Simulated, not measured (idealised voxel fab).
The process module that follows is named voxel ribs on slabs.
cross-section cut | 255 nm wide | cells 5 nm
This document writes a cross-section as a grid whose cells are square, and gives it as bands, listed from the top down; one or more rows of cells form a band.
Band entry format. Leading values: height of top, height of bottom, nm. Remainder: materials in left-to-right order, each with its width in nm. Special words: "throughout" on a single material, which then fills the band edge to edge; "blank", empty space.
Zero point of the height axis is 0; under it, received wafer = one material. Lowest band: continues down indefinitely, "z 0 and below".
Width "30 to 40": first value at the band's top row of cells, second value at its bottom row, equal change from row to row.
"nothing was modified" means the step left every cell of the cross-section as it was.
What "Unvented cavities" gives you is every empty space of 8 cells or more that is cut off from the top. Each appears as width x height at distance, with the distance taken from the left edge and width, height and distance all in nm.
Formally, on a step line, whatever follows the settings is a remark that the simulator itself makes on the step.
For masked steps, "overlay nm" on the step line gives how far right of plan the mask actually lay; a minus sign means it lay to the left.
Below is the list of planned process steps:
- 1: op RECEIVE | material Si
- 2: op DIRECTIONAL_DEP | material SiO2 | thk nm 30
- 3: op DIRECTIONAL_DEP | material polySi | thk nm 25
- 4: op MASKED_ETCH | tone cover | mask id RIB | width nm 15 | etch materials polySi | depth nm 5 | overlay nm 0
- 5: op MASKED_ETCH | tone cover | mask id SLAB | width nm 75 | etch materials polySi | depth nm 20 | overlay nm 0
- 6: op FILL_DEP | material SiO2 | thk nm 20
- 7: op CMP | height nm 65
- 8: op DIRECTIONAL_DEP | material TiN | thk nm 5
- 9: op DIRECTIONAL_DEP | material aC | thk nm 15
- 10: op PATTERN | tone cover | mask id HEATER | material resist | width nm 25 | thk nm 30 | overlay nm 0
- 11: op DIRECTIONAL_ETCH | etch materials aC | depth nm 15
- 12: op STRIP | etch materials resist
- 13: op DIRECTIONAL_ETCH | etch materials TiN | depth nm 5
- 14: op STRIP | etch materials aC
- 15: op CONFORMAL_DEP | material SiO2 | thk nm 10
Step 1 complete: cross-section of the wafer as received:
z 0 and below | Si throughout
Unvented cavities: none
Post-module cross-section: identical start and plan to those above, one misstep in execution:
z 80 to 75 | 105 of blank | 45 of SiO2 | 105 of blank
z 75 to 70 | SiO2 throughout
z 70 to 65 | 115 of SiO2 | 25 of TiN | 115 of SiO2
z 65 to 60 | 120 of SiO2 | 15 of polySi | 120 of SiO2
z 60 to 40 | 90 of SiO2 | 75 of polySi | 90 of SiO2
z 40 to 0 | SiO2 throughout
z 0 and below | Si throughout
Unvented cavities: none
Misprocessing identified: step 2 deviated from plan and actually ran as op DIRECTIONAL_DEP | material SiO2 | thk nm 40
